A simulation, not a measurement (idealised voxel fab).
process module | voxel plated lines
cross-section cut | 295 nm wide | cells 5 nm
A cross-section is a grid of square cells, given in bands from the top down. A band is one or more rows of cells.
Each band's line starts with the height of the band's top and of its bottom, in nm. Then come its materials from left to right, each with its width in nm. One material with "throughout" fills the band from edge to edge. "air" is empty space.
Height 0 is the level under which the wafer as received is all one material. The lowest band goes on downwards, as in "0 down".
A width such as "30 to 40" changes by the same amount from each row of cells to the next, from the band's top row to its bottom row.
"no change" after a step means that no cell of the cross-section changed.
closed voids: empty space of 8 cells or more with no open way to the top, each as width x height at its distance from the left edge, in nm
after a step's settings: what the simulator itself notes on the step
overlay nm, on a step with a mask: how far to the right of its planned place the mask lay; to the left if negative
plan
1 op RECEIVE | material Si
2 op CONFORMAL_DEP | material Al2O3 | thk nm 10
3 op DIRECTIONAL_DEP | material TiN | thk nm 5
4 op PATTERN | tone open | mask id LINES | material resist | width nm 30 | pitch nm 60 | thk nm 20 | overlay nm -15
5 op EPI | material Ru | thk nm 10
6 op STRIP | etch materials resist
7 op DIRECTIONAL_ETCH | etch materials TiN | depth nm 5
8 op CONFORMAL_DEP | material SiN | thk nm 10
varied across the wafers: overlay nm of step 4. The plan shows the first wafer's value. All wafers start alike
first wafer as received, after step 1
  0 down: Si throughout
  closed voids: none
first wafer at the end, after step 8
  35 to 25: air 45 | SiN 50 | air 10 | SiN 50 | air 10 | SiN 50 | air 80
  25 to 20: air 45 | SiN 10 | Ru 30 | SiN 10 | air 10 | SiN 10 | Ru 30 | SiN 10 | air 10 | SiN 10 | Ru 30 | SiN 10 | air 80
  20 to 15: SiN 55 | Ru 30 | SiN 30 | Ru 30 | SiN 30 | Ru 30 | SiN 90
  15 to 10: SiN 55 | TiN 30 | SiN 30 | TiN 30 | SiN 30 | TiN 30 | SiN 90
  10 to 0: Al2O3 throughout
  0 down: Si throughout
  closed voids: none
last wafer at the end
  35 to 25: air 75 | SiN 50 | air 10 | SiN 50 | air 10 | SiN 50 | air 50
  25 to 20: air 75 | SiN 10 | Ru 30 | SiN 10 | air 10 | SiN 10 | Ru 30 | SiN 10 | air 10 | SiN 10 | Ru 30 | SiN 10 | air 50
  20 to 15: SiN 85 | Ru 30 | SiN 30 | Ru 30 | SiN 30 | Ru 30 | SiN 60
  15 to 10: SiN 85 | TiN 30 | SiN 30 | TiN 30 | SiN 30 | TiN 30 | SiN 60
  10 to 0: Al2O3 throughout
  0 down: Si throughout
  closed voids: none
each wafer at the end: cells of each material gained (+) or lost (-) since it was received, then its closed voids
overlay nm -15 | +118 Al2O3 | +36 Ru | +154 SiN | +18 TiN | closed voids: none
overlay nm -10 | +118 Al2O3 | +36 Ru | +154 SiN | +18 TiN | closed voids: none
overlay nm -5 | +118 Al2O3 | +36 Ru | +154 SiN | +18 TiN | closed voids: none
overlay nm 0 | +118 Al2O3 | +36 Ru | +154 SiN | +18 TiN | closed voids: none
overlay nm 5 | +118 Al2O3 | +36 Ru | +154 SiN | +18 TiN | closed voids: none
overlay nm 10 | +118 Al2O3 | +36 Ru | +154 SiN | +18 TiN | closed voids: none
overlay nm 15 | +118 Al2O3 | +36 Ru | +154 SiN | +18 TiN | closed voids: none
